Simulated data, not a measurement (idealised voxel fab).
process module | voxel wiring stack
cross-section cut | 225 nm wide | cells 5 nm
A cross-section is a grid of square cells, given in bands from the top down. A band is one or more rows of cells.
Each band's line starts with the height of the band's top and of its bottom, in nm. Then come its materials from left to right, each with its width in nm. One material with "throughout" fills the band from edge to edge. "air" is empty space.
Height 0 is the level under which the wafer as received is all one material. The lowest band goes on downwards, as in "0 down".
A width such as "30 to 40" changes by the same amount from each row of cells to the next, from the band's top row to its bottom row.
"no change" after a step means that no cell of the cross-section changed.
closed voids: empty space of 8 cells or more with no open way to the top, each as width x height at its distance from the left edge, in nm
after a step's settings: what the simulator itself notes on the step
overlay nm, on a step with a mask: how far to the right of its planned place the mask lay; to the left if negative
Each pair below shows a cross-section before one step and the cross-section after it, down to the lowest band that changed. The line under each pair gives the step between them, with its settings. The pairs can come from different runs of this module on the same starting wafer, so a pair continues from the pair above only where its "before" says so.
before
  145 to 125: air 20 | resist 30 | air 20 | resist 30 | air 20 | resist 30 | air 20 | resist 30 | air 25
  125 to 110: air 20 | resist 15 | Ru 15 | air 20 | Ru 30 | air 20 | resist 15 | Ru 15 | air 20 | Ru 30 | air 25
  110 to 100: air 20 | Ru 30 | air 20 | Ru 30 | air 20 | Ru 30 | air 20 | Ru 30 | air 25
  100 to 95: TiN 20 | Ru 15 | TiN 85 | Ru 15 | TiN 90
  95 to 85: SiO2 20 | Ru 15 | SiO2 85 | Ru 15 | SiO2 90
  85 to 80: SiCN 20 | TiN 15 | SiCN 85 | TiN 15 | SiCN 90
  80 to 60: SiN throughout
  60 to 55: TiN throughout
  55 to 40: lowk 20 | TiN 5 | Cu 5 | TiN 5 | lowk 35 | TiN 5 | Cu 5 | TiN 5 | lowk 35 | TiN 5 | Cu 5 | TiN 5 | lowk 35 | TiN 5 | Cu 5 | TiN 5 | lowk 40
  40 to 35: SiCN 20 | TiN 15 | SiCN 35 | TiN 15 | SiCN 35 | TiN 15 | SiCN 35 | TiN 15 | SiCN 40
  35 to 15: lowk 15 | SiCN 5 | Ru 30 | SiCN 5 | lowk 10 | SiCN 5 | Ru 30 | SiCN 5 | lowk 10 | SiCN 5 | Ru 30 | SiCN 5 | lowk 10 | SiCN 5 | Ru 30 | SiCN 5 | lowk 20
  15 to 10: SiCN 20 | TiN 30 | SiCN 20 | TiN 30 | SiCN 20 | TiN 30 | SiCN 20 | TiN 30 | SiCN 25
  10 to 0: SiO2 throughout
  0 down: Si throughout
  closed voids: none
after
  145 to 125: air 20 | resist 30 | air 20 | resist 30 | air 20 | resist 30 | air 20 | resist 30 | air 25
  125 to 110: air 20 | resist 15 | Ru 15 | air 20 | Ru 30 | air 20 | resist 15 | Ru 15 | air 20 | Ru 30 | air 25
  110 to 100: air 20 | Ru 30 | air 20 | Ru 30 | air 20 | Ru 30 | air 20 | Ru 30 | air 25
  100 to 95: air 20 | Ru 15 | TiN 15 | air 20 | TiN 30 | air 20 | Ru 15 | TiN 15 | air 20 | TiN 30 | air 25
  below 95: unchanged
  closed voids: none
the step between: op DIRECTIONAL_ETCH | etch materials TiN | depth nm 5
before: the cross-section after the pair above
after
  125 to 110: air 35 | Ru 15 | air 20 | Ru 30 | air 35 | Ru 15 | air 20 | Ru 30 | air 25
  below 110: unchanged
  closed voids: none
the step between: op STRIP | etch materials resist
before: the cross-section after the pair above
after
  135 to 125: lowk throughout
  125 to 110: lowk 35 | Ru 15 | lowk 20 | Ru 30 | lowk 35 | Ru 15 | lowk 20 | Ru 30 | lowk 25
  110 to 100: lowk 20 | Ru 30 | lowk 20 | Ru 30 | lowk 20 | Ru 30 | lowk 20 | Ru 30 | lowk 25
  100 to 95: lowk 20 | Ru 15 | TiN 15 | lowk 20 | TiN 30 | lowk 20 | Ru 15 | TiN 15 | lowk 20 | TiN 30 | lowk 25
  below 95: unchanged
  closed voids: none
the step between: op FILL_DEP | material lowk | thk nm 10
before: the cross-section after the pair above
after
  125 to 110: lowk 35 | Ru 15 | lowk 20 | Ru 30 | lowk 35 | Ru 15 | lowk 20 | Ru 30 | lowk 25
  below 110: unchanged
  closed voids: none
the step between: op CMP | height nm 125
before: the cross-section after the pair above
after
  130 to 125: SiN throughout
  below 125: unchanged
  closed voids: none
the step between: op CONFORMAL_DEP | material SiN | thk nm 5
before
  80 to 60: W throughout
  60 to 55: TiN throughout
  55 to 40: lowk 20 | TiN 5 | Cu 5 | TiN 5 | lowk 35 | TiN 5 | Cu 5 | TiN 5 | lowk 35 | TiN 5 | Cu 5 | TiN 5 | lowk 35 | TiN 5 | Cu 5 | TiN 5 | lowk 40
  40 to 35: SiCN 20 | TiN 15 | SiCN 35 | TiN 15 | SiCN 35 | TiN 15 | SiCN 35 | TiN 15 | SiCN 40
  35 to 15: lowk 15 | SiCN 5 | Ru 30 | SiCN 5 | lowk 10 | SiCN 5 | Ru 30 | SiCN 5 | lowk 10 | SiCN 5 | Ru 30 | SiCN 5 | lowk 10 | SiCN 5 | Ru 30 | SiCN 5 | lowk 20
  15 to 10: SiCN 20 | TiN 30 | SiCN 20 | TiN 30 | SiCN 20 | TiN 30 | SiCN 20 | TiN 30 | SiCN 25
  10 to 0: SiO2 throughout
  0 down: Si throughout
  closed voids: none
after
  95 to 80: resist 20 | air 30 | resist 20 | air 30 | resist 20 | air 30 | resist 20 | air 30 | resist 25
  below 80: unchanged
  closed voids: none
the step between: op PATTERN | tone open | mask id METAL_2 | material resist | width nm 30 | pitch nm 50 | thk nm 15 | overlay nm 0
before: the cross-section after the pair above
after
  95 to 80: resist 20 | air 30 | resist 20 | air 30 | resist 20 | air 30 | resist 20 | air 30 | resist 25
  80 to 60: W 20 | air 30 | W 20 | air 30 | W 20 | air 30 | W 20 | air 30 | W 25
  below 60: unchanged
  closed voids: none
the step between: op DIRECTIONAL_ETCH | etch materials W | depth nm 20
before: the cross-section after the pair above
after
  95 to 80: resist 20 | air 30 | resist 20 | air 30 | resist 20 | air 30 | resist 20 | air 30 | resist 25
  80 to 60: W 20 | air 30 | W 20 | air 30 | W 20 | air 30 | W 20 | air 30 | W 25
  60 to 55: TiN 20 | air 30 | TiN 20 | air 30 | TiN 20 | air 30 | TiN 20 | air 30 | TiN 25
  below 55: unchanged
  closed voids: none
the step between: op DIRECTIONAL_ETCH | etch materials TiN | depth nm 5
before: the cross-section after the pair above
after
  80 to 60: W 20 | air 30 | W 20 | air 30 | W 20 | air 30 | W 20 | air 30 | W 25
  below 60: unchanged
  closed voids: none
the step between: op STRIP | etch materials resist
before: the cross-section after the pair above
after
  85 to 80: lowk throughout
  80 to 60: W 20 | lowk 30 | W 20 | lowk 30 | W 20 | lowk 30 | W 20 | lowk 30 | W 25
  60 to 55: TiN 20 | lowk 30 | TiN 20 | lowk 30 | TiN 20 | lowk 30 | TiN 20 | lowk 30 | TiN 25
  below 55: unchanged
  closed voids: none
the step between: op FILL_DEP | material lowk | thk nm 5
before: the cross-section after the pair above
after
  80 to 60: W 20 | lowk 30 | W 20 | lowk 30 | W 20 | lowk 30 | W 20 | lowk 30 | W 25
  below 60: unchanged
  closed voids: none
the step between: op CMP | height nm 80
before: the cross-section after the pair above
after
  85 to 80: SiCN throughout
  below 80: unchanged
  closed voids: none
the step between: op CONFORMAL_DEP | material SiCN | thk nm 5
before: the cross-section after the pair above
after
  95 to 85: SiO2 throughout
  below 85: unchanged
  closed voids: none
the step between: op DIRECTIONAL_DEP | material SiO2 | thk nm 10
before: the cross-section after the pair above
after
  115 to 95: resist 20 | air 15 | resist 85 | air 15 | resist 90
  below 95: unchanged
  closed voids: none
the step between: op PATTERN | tone open | mask id PLUG_2 | material resist | width nm 15 | pitch nm 100 | thk nm 20 | overlay nm 0
before: the cross-section after the pair above
after
  115 to 95: resist 20 | air 15 | resist 85 | air 15 | resist 90
  95 to 85: SiO2 20 | air 15 | SiO2 85 | air 15 | SiO2 90
  below 85: unchanged
  closed voids: none
the step between: op DIRECTIONAL_ETCH | etch materials SiO2 | depth nm 10
before: the cross-section after the pair above
after
  115 to 95: resist 20 | air 15 | resist 85 | air 15 | resist 90
  95 to 85: SiO2 20 | air 15 | SiO2 85 | air 15 | SiO2 90
  85 to 80: SiCN 20 | air 15 | SiCN 85 | air 15 | SiCN 90
  below 80: unchanged
  closed voids: none
the step between: op DIRECTIONAL_ETCH | etch materials SiCN | depth nm 5
before: the cross-section after the pair above
after
  95 to 85: SiO2 20 | air 15 | SiO2 85 | air 15 | SiO2 90
  below 85: unchanged
  closed voids: none
the step between: op STRIP | etch materials resist
before: the cross-section after the pair above
after
  100 to 95: TiN 20 | air 15 | TiN 85 | air 15 | TiN 90
  95 to 85: SiO2 20 | air 15 | SiO2 85 | air 15 | SiO2 90
  85 to 80: SiCN 20 | TiN 15 | SiCN 85 | TiN 15 | SiCN 90
  below 80: unchanged
  closed voids: none
the step between: op DIRECTIONAL_DEP | material TiN | thk nm 5
before: the cross-section after the pair above
after
  125 to 110: Ru 20 | air 15 | Ru 85 | air 15 | Ru 90
  110 to 100: Ru throughout
  100 to 95: TiN 20 | Ru 15 | TiN 85 | Ru 15 | TiN 90
  95 to 85: SiO2 20 | Ru 15 | SiO2 85 | Ru 15 | SiO2 90
  below 85: unchanged
  closed voids: none
the step between: op DIRECTIONAL_DEP | material Ru | thk nm 25
before: the cross-section after the pair above
after
  145 to 125: air 20 | resist 30 | air 20 | resist 30 | air 20 | resist 30 | air 20 | resist 30 | air 25
  125 to 110: Ru 20 | resist 15 | Ru 85 | resist 15 | Ru 90
  below 110: unchanged
  closed voids: none
the step between: op PATTERN | tone cover | mask id METAL_3 | material resist | width nm 30 | pitch nm 50 | thk nm 20 | overlay nm 0
before: the cross-section after the pair above
after
  145 to 125: air 20 | resist 30 | air 20 | resist 30 | air 20 | resist 30 | air 20 | resist 30 | air 25
  125 to 110: air 20 | resist 15 | Ru 15 | air 20 | Ru 30 | air 20 | resist 15 | Ru 15 | air 20 | Ru 30 | air 25
  110 to 100: air 20 | Ru 30 | air 20 | Ru 30 | air 20 | Ru 30 | air 20 | Ru 30 | air 25
  below 100: unchanged
  closed voids: none
the step between: op DIRECTIONAL_ETCH | etch materials Ru | depth nm 25
before: the cross-section after the pair above
after
  145 to 125: air 20 | resist 30 | air 20 | resist 30 | air 20 | resist 30 | air 20 | resist 30 | air 25
  125 to 110: air 20 | resist 15 | Ru 15 | air 20 | Ru 30 | air 20 | resist 15 | Ru 15 | air 20 | Ru 30 | air 25
  110 to 100: air 20 | Ru 30 | air 20 | Ru 30 | air 20 | Ru 30 | air 20 | Ru 30 | air 25
  100 to 95: air 20 | Ru 15 | TiN 15 | air 20 | TiN 30 | air 20 | Ru 15 | TiN 15 | air 20 | TiN 30 | air 25
  below 95: unchanged
  closed voids: none
the step between: op DIRECTIONAL_ETCH | etch materials TiN | depth nm 5
before: the cross-section after the pair above
after
  125 to 110: air 35 | Ru 15 | air 20 | Ru 30 | air 35 | Ru 15 | air 20 | Ru 30 | air 25
  below 110: unchanged
  closed voids: none
the step between: op STRIP | etch materials resist
before: the cross-section after the pair above
after
  135 to 125: lowk throughout
  125 to 110: lowk 35 | Ru 15 | lowk 20 | Ru 30 | lowk 35 | Ru 15 | lowk 20 | Ru 30 | lowk 25
  110 to 100: lowk 20 | Ru 30 | lowk 20 | Ru 30 | lowk 20 | Ru 30 | lowk 20 | Ru 30 | lowk 25
  100 to 95: lowk 20 | Ru 15 | TiN 15 | lowk 20 | TiN 30 | lowk 20 | Ru 15 | TiN 15 | lowk 20 | TiN 30 | lowk 25
  below 95: unchanged
  closed voids: none
the step between: op FILL_DEP | material lowk | thk nm 10
before: the cross-section after the pair above
after
  125 to 110: lowk 35 | Ru 15 | lowk 20 | Ru 30 | lowk 35 | Ru 15 | lowk 20 | Ru 30 | lowk 25
  below 110: unchanged
  closed voids: none
the step between: op CMP | height nm 125
before: the cross-section after the pair above
after
  130 to 125: SiN throughout
  below 125: unchanged
  closed voids: none
the step between: op CONFORMAL_DEP | material SiN | thk nm 5
